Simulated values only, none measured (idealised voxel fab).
process module | voxel transistor to metal
cross-section cut | 150 nm wide | cells 5 nm
A cross-section is a grid of square cells, given in bands from the top down. A band is one or more rows of cells.
Each band's line starts with the height of the band's top and of its bottom, in nm. Then come its materials from left to right, each with its width in nm. One material with "throughout" fills the band from edge to edge. "air" is empty space.
Height 0 is the level under which the wafer as received is all one material. The lowest band goes on downwards, as in "0 down".
A width such as "30 to 40" changes by the same amount from each row of cells to the next, from the band's top row to its bottom row.
"no change" after a step means that no cell of the cross-section changed.
closed voids: empty space of 8 cells or more with no open way to the top, each as width x height at its distance from the left edge, in nm
after a step's settings: what the simulator itself notes on the step
overlay nm, on a step with a mask: how far to the right of its planned place the mask lay; to the left if negative
plan
1 op RECEIVE | material Si
2 op OXIDIZE | depth nm 5
3 op CONFORMAL_DEP | material SiN | thk nm 10
4 op MASKED_ETCH | tone cover | mask id ACTIVE | width nm 110 | etch materials SiN | depth nm 10 | overlay nm 0
5 op MASKED_ETCH | tone cover | mask id ACTIVE | width nm 110 | etch materials SiO2 | depth nm 5 | overlay nm 0
6 op MASKED_ETCH | tone cover | mask id ACTIVE | width nm 110 | etch materials Si | depth nm 30 | overlay nm 0
7 op OXIDIZE | depth nm 5
8 op FILL_DEP | material SiO2 | thk nm 10
9 op CMP | height nm 10
10 op SELECTIVE_ETCH | etch materials SiO2 | depth nm 5
11 op STRIP | etch materials SiN
12 op SELECTIVE_ETCH | etch materials SiO2 | depth nm 5
13 op OXIDIZE | depth nm 5
14 op DIRECTIONAL_DEP | material polySi | thk nm 25
15 op DIRECTIONAL_DEP | material SiCN | thk nm 10
16 op PATTERN | tone cover | mask id GATE | material resist | width nm 30 | thk nm 20 | overlay nm 0
17 op DIRECTIONAL_ETCH | etch materials SiCN | depth nm 20
18 op DIRECTIONAL_ETCH | etch materials polySi | depth nm 35
19 op STRIP | etch materials resist
20 op CONFORMAL_DEP | material SiN | thk nm 10
21 op DIRECTIONAL_ETCH | etch materials SiN | depth nm 10
22 op DIRECTIONAL_ETCH | etch materials SiO2 | depth nm 5
23 op EPI | material SiGe | thk nm 5
24 op FILL_DEP | material SiO2 | thk nm 5
25 op CMP | height nm 20
26 op STRIP | etch materials polySi
27 op SELECTIVE_ETCH | etch materials SiO2 | depth nm 5
28 op CONFORMAL_DEP | material HfO2 | thk nm 5
29 op CONFORMAL_DEP | material TiN | thk nm 5
30 op FILL_DEP | material W | thk nm 10
31 op CMP | height nm 15
32 op DIRECTIONAL_DEP | material SiO2 | thk nm 10
33 op MASKED_ETCH | tone open | mask id CONTACT | width nm 20 | pitch nm 80 | etch materials SiO2 | depth nm 30 | overlay nm 0
34 op CONFORMAL_DEP | material TiN | thk nm 5
35 op FILL_DEP | material W | thk nm 10
36 op CMP | height nm 25
37 op DIRECTIONAL_DEP | material TiN | thk nm 5
38 op DIRECTIONAL_DEP | material W | thk nm 20
39 op DIRECTIONAL_DEP | material aC | thk nm 15
40 op PATTERN | tone cover | mask id METAL_1 | material resist | width nm 20 | pitch nm 80 | thk nm 35 | overlay nm 0
41 op DIRECTIONAL_ETCH | etch materials aC | depth nm 15
42 op STRIP | etch materials resist
43 op DIRECTIONAL_ETCH | etch materials W | depth nm 20
44 op DIRECTIONAL_ETCH | etch materials TiN | depth nm 5
45 op STRIP | etch materials aC
46 op CONFORMAL_DEP | material SiN | thk nm 5
47 op FILL_DEP | material lowk | thk nm 10
48 op CMP | height nm 50
49 op CONFORMAL_DEP | material SiN | thk nm 5
first wafer, as planned
as received, after step 1
  0 down: Si throughout
  closed voids: none
after step 2
  0 to -5: SiO2 throughout
  below -5: unchanged
after step 3
  10 to 0: SiN throughout
  below 0: unchanged
after step 4
  10 to 0: air 20 | SiN 110 | air 20
  below 0: unchanged
after step 5
  10 to 0: air 20 | SiN 110 | air 20
  0 to -5: air 20 | SiO2 110 | air 20
  below -5: unchanged
after step 6
  10 to 0: air 20 | SiN 110 | air 20
  0 to -5: air 20 | SiO2 110 | air 20
  -5 to -35: air 20 | Si 110 | air 20
  below -35: unchanged
after step 7
  10 to 0: air 20 | SiN 110 | air 20
  0 to -5: air 20 | SiO2 110 | air 20
  -5 to -35: air 20 | SiO2 5 | Si 100 | SiO2 5 | air 20
  -35 to -40: SiO2 25 | Si 100 | SiO2 25
  below -40: unchanged
after step 8
  20 to 10: SiO2 throughout
  10 to 0: SiO2 20 | SiN 110 | SiO2 20
  0 to -5: SiO2 throughout
  -5 to -40: SiO2 25 | Si 100 | SiO2 25
  below -40: unchanged
after step 9
  10 to 0: SiO2 20 | SiN 110 | SiO2 20
  below 0: unchanged
after step 10
  10 to 5: air 20 | SiN 110 | air 20
  below 5: unchanged
after step 11
  5 to 0: SiO2 20 | air 110 | SiO2 20
  below 0: unchanged
after step 12
  0 to -5: SiO2 15 | air 120 | SiO2 15
  below -5: unchanged
after step 13
  0 to -5: SiO2 15 | air 120 | SiO2 15
  -5 to -10: SiO2 throughout
  below -10: unchanged
after step 14
  25 to 20: polySi 15 | air 120 | polySi 15
  20 to 0: polySi throughout
  0 to -5: SiO2 15 | polySi 120 | SiO2 15
  below -5: unchanged
after step 15
  35 to 30: SiCN 15 | air 120 | SiCN 15
  30 to 25: SiCN throughout
  25 to 20: polySi 15 | SiCN 120 | polySi 15
  below 20: unchanged
after step 16
  55 to 35: air 60 | resist 30 | air 60
  35 to 30: SiCN 15 | air 45 | resist 30 | air 45 | SiCN 15
  below 30: unchanged
after step 17
  55 to 30: air 60 | resist 30 | air 60
  30 to 25: air 60 | SiCN 30 | air 60
  25 to 20: polySi 15 | air 45 | SiCN 30 | air 45 | polySi 15
  below 20: unchanged
after step 18
  55 to 30: air 60 | resist 30 | air 60
  30 to 20: air 60 | SiCN 30 | air 60
  20 to 0: air 60 | polySi 30 | air 60
  0 to -5: SiO2 15 | air 45 | polySi 30 | air 45 | SiO2 15
  below -5: unchanged
after step 19
  30 to 20: air 60 | SiCN 30 | air 60
  below 20: unchanged
after step 20
  40 to 30: air 50 | SiN 50 | air 50
  30 to 20: air 50 | SiN 10 | SiCN 30 | SiN 10 | air 50
  20 to 10: air 50 | SiN 10 | polySi 30 | SiN 10 | air 50
  10 to 5: SiN 25 | air 25 | SiN 10 | polySi 30 | SiN 10 | air 25 | SiN 25
  5 to 0: SiN 60 | polySi 30 | SiN 60
  0 to -5: SiO2 15 | SiN 45 | polySi 30 | SiN 45 | SiO2 15
  below -5: unchanged
after step 21
  30 to 20: air 50 | SiN 10 | SiCN 30 | SiN 10 | air 50
  20 to 0: air 50 | SiN 10 | polySi 30 | SiN 10 | air 50
  0 to -5: SiO2 15 | SiN 10 | air 25 | SiN 10 | polySi 30 | SiN 10 | air 25 | SiN 10 | SiO2 15
  below -5: unchanged
after step 22
  30 to 20: air 50 | SiN 10 | SiCN 30 | SiN 10 | air 50
  20 to 0: air 50 | SiN 10 | polySi 30 | SiN 10 | air 50
  0 to -5: air 15 | SiN 10 | air 25 | SiN 10 | polySi 30 | SiN 10 | air 25 | SiN 10 | air 15
  -5 to -10: SiO2 25 | air 25 | SiO2 50 | air 25 | SiO2 25
  below -10: unchanged
after step 23
  30 to 20: air 50 | SiN 10 | SiCN 30 | SiN 10 | air 50
  20 to 0: air 50 | SiN 10 | polySi 30 | SiN 10 | air 50
  0 to -5: air 15 | SiN 10 | air 25 | SiN 10 | polySi 30 | SiN 10 | air 25 | SiN 10 | air 15
  -5 to -10: SiO2 25 | SiGe 25 | SiO2 50 | SiGe 25 | SiO2 25
  below -10: unchanged
after step 24
  35 to 30: SiO2 throughout
  30 to 20: SiO2 50 | SiN 10 | SiCN 30 | SiN 10 | SiO2 50
  20 to 0: SiO2 50 | SiN 10 | polySi 30 | SiN 10 | SiO2 50
  0 to -5: SiO2 15 | SiN 10 | SiO2 25 | SiN 10 | polySi 30 | SiN 10 | SiO2 25 | SiN 10 | SiO2 15
  below -5: unchanged
after step 25
  20 to 0: SiO2 50 | SiN 10 | polySi 30 | SiN 10 | SiO2 50
  below 0: unchanged
after step 26
  20 to 0: SiO2 50 | SiN 10 | air 30 | SiN 10 | SiO2 50
  0 to -5: SiO2 15 | SiN 10 | SiO2 25 | SiN 10 | air 30 | SiN 10 | SiO2 25 | SiN 10 | SiO2 15
  below -5: unchanged
after step 27
  20 to 15: air 50 | SiN 10 | air 30 | SiN 10 | air 50
  15 to 0: SiO2 50 | SiN 10 | air 30 | SiN 10 | SiO2 50
  0 to -5: SiO2 15 | SiN 10 | SiO2 25 | SiN 10 | air 30 | SiN 10 | SiO2 25 | SiN 10 | SiO2 15
  -5 to -10: SiO2 25 | SiGe 25 | SiO2 5 | air 40 | SiO2 5 | SiGe 25 | SiO2 25
  below -10: unchanged
after step 28
  25 to 20: air 45 | HfO2 20 | air 20 | HfO2 20 | air 45
  20 to 15: HfO2 50 | SiN 10 | HfO2 5 | air 20 | HfO2 5 | SiN 10 | HfO2 50
  15 to 0: SiO2 50 | SiN 10 | HfO2 5 | air 20 | HfO2 5 | SiN 10 | SiO2 50
  0 to -5: SiO2 15 | SiN 10 | SiO2 25 | SiN 10 | HfO2 5 | air 20 | HfO2 5 | SiN 10 | SiO2 25 | SiN 10 | SiO2 15
  -5 to -10: SiO2 25 | SiGe 25 | SiO2 5 | HfO2 40 | SiO2 5 | SiGe 25 | SiO2 25
  below -10: unchanged
after step 29
  30 to 25: air 40 | TiN 30 | air 10 | TiN 30 | air 40
  25 to 20: TiN 45 | HfO2 20 | TiN 5 | air 10 | TiN 5 | HfO2 20 | TiN 45
  20 to 15: HfO2 50 | SiN 10 | HfO2 5 | TiN 5 | air 10 | TiN 5 | HfO2 5 | SiN 10 | HfO2 50
  15 to 0: SiO2 50 | SiN 10 | HfO2 5 | TiN 5 | air 10 | TiN 5 | HfO2 5 | SiN 10 | SiO2 50
  0 to -5: SiO2 15 | SiN 10 | SiO2 25 | SiN 10 | HfO2 5 | TiN 20 | HfO2 5 | SiN 10 | SiO2 25 | SiN 10 | SiO2 15
  below -5: unchanged
after step 30
  40 to 30: W throughout
  30 to 25: W 40 | TiN 30 | W 10 | TiN 30 | W 40
  25 to 20: TiN 45 | HfO2 20 | TiN 5 | W 10 | TiN 5 | HfO2 20 | TiN 45
  20 to 15: HfO2 50 | SiN 10 | HfO2 5 | TiN 5 | W 10 | TiN 5 | HfO2 5 | SiN 10 | HfO2 50
  15 to 0: SiO2 50 | SiN 10 | HfO2 5 | TiN 5 | W 10 | TiN 5 | HfO2 5 | SiN 10 | SiO2 50
  below 0: unchanged
after step 31
  15 to 0: SiO2 50 | SiN 10 | HfO2 5 | TiN 5 | W 10 | TiN 5 | HfO2 5 | SiN 10 | SiO2 50
  below 0: unchanged
after step 32
  25 to 15: SiO2 throughout
  below 15: unchanged
after step 33
  25 to 15: SiO2 25 | air 20 | SiO2 60 | air 20 | SiO2 25
  15 to 0: SiO2 25 | air 20 | SiO2 5 | SiN 10 | HfO2 5 | TiN 5 | W 10 | TiN 5 | HfO2 5 | SiN 10 | SiO2 5 | air 20 | SiO2 25
  0 to -5: SiO2 15 | SiN 10 | air 20 | SiO2 5 | SiN 10 | HfO2 5 | TiN 20 | HfO2 5 | SiN 10 | SiO2 5 | air 20 | SiN 10 | SiO2 15
  below -5: unchanged
after step 34
  30 to 25: TiN 30 | air 10 | TiN 70 | air 10 | TiN 30
  25 to 15: SiO2 25 | TiN 5 | air 10 | TiN 5 | SiO2 60 | TiN 5 | air 10 | TiN 5 | SiO2 25
  15 to 0: SiO2 25 | TiN 5 | air 10 | TiN 5 | SiO2 5 | SiN 10 | HfO2 5 | TiN 5 | W 10 | TiN 5 | HfO2 5 | SiN 10 | SiO2 5 | TiN 5 | air 10 | TiN 5 | SiO2 25
  0 to -5: SiO2 15 | SiN 10 | TiN 20 | SiO2 5 | SiN 10 | HfO2 5 | TiN 20 | HfO2 5 | SiN 10 | SiO2 5 | TiN 20 | SiN 10 | SiO2 15
  below -5: unchanged
after step 35
  40 to 30: W throughout
  30 to 25: TiN 30 | W 10 | TiN 70 | W 10 | TiN 30
  25 to 15: SiO2 25 | TiN 5 | W 10 | TiN 5 | SiO2 60 | TiN 5 | W 10 | TiN 5 | SiO2 25
  15 to 0: SiO2 25 | TiN 5 | W 10 | TiN 5 | SiO2 5 | SiN 10 | HfO2 5 | TiN 5 | W 10 | TiN 5 | HfO2 5 | SiN 10 | SiO2 5 | TiN 5 | W 10 | TiN 5 | SiO2 25
  below 0: unchanged
after step 36
  25 to 15: SiO2 25 | TiN 5 | W 10 | TiN 5 | SiO2 60 | TiN 5 | W 10 | TiN 5 | SiO2 25
  below 15: unchanged
after step 37
  30 to 25: TiN throughout
  below 25: unchanged
after step 38
  50 to 30: W throughout
  below 30: unchanged
after step 39
  65 to 50: aC throughout
  below 50: unchanged
after step 40
  100 to 65: air 25 | resist 20 | air 60 | resist 20 | air 25
  below 65: unchanged
after step 41
  85 to 65: air 25 | resist 20 | air 60 | resist 20 | air 25
  65 to 50: air 25 | aC 20 | air 60 | aC 20 | air 25
  below 50: unchanged
after step 42
  65 to 50: air 25 | aC 20 | air 60 | aC 20 | air 25
  below 50: unchanged
after step 43
  65 to 50: air 25 | aC 20 | air 60 | aC 20 | air 25
  50 to 30: air 25 | W 20 | air 60 | W 20 | air 25
  below 30: unchanged
after step 44
  65 to 50: air 25 | aC 20 | air 60 | aC 20 | air 25
  50 to 30: air 25 | W 20 | air 60 | W 20 | air 25
  30 to 25: air 25 | TiN 20 | air 60 | TiN 20 | air 25
  below 25: unchanged
after step 45
  50 to 30: air 25 | W 20 | air 60 | W 20 | air 25
  below 30: unchanged
after step 46
  55 to 50: air 20 | SiN 30 | air 50 | SiN 30 | air 20
  50 to 30: air 20 | SiN 5 | W 20 | SiN 5 | air 50 | SiN 5 | W 20 | SiN 5 | air 20
  30 to 25: SiN 25 | TiN 20 | SiN 60 | TiN 20 | SiN 25
  below 25: unchanged
after step 47
  65 to 55: lowk throughout
  55 to 50: lowk 20 | SiN 30 | lowk 50 | SiN 30 | lowk 20
  50 to 30: lowk 20 | SiN 5 | W 20 | SiN 5 | lowk 50 | SiN 5 | W 20 | SiN 5 | lowk 20
  below 30: unchanged
after step 48
  50 to 30: lowk 20 | SiN 5 | W 20 | SiN 5 | lowk 50 | SiN 5 | W 20 | SiN 5 | lowk 20
  below 30: unchanged
after step 49
  55 to 50: SiN throughout
  below 50: unchanged
second wafer: like start, like plan, one mistake. Through step 47 it matches the first wafer
when step 48 should have ended: no change
when step 49 should have ended
  70 to 65: SiN throughout
  below 65: unchanged
what went wrong: step 48 was left out
at the end the second wafer has, in cells: 12 more of SiN | 78 more of lowk
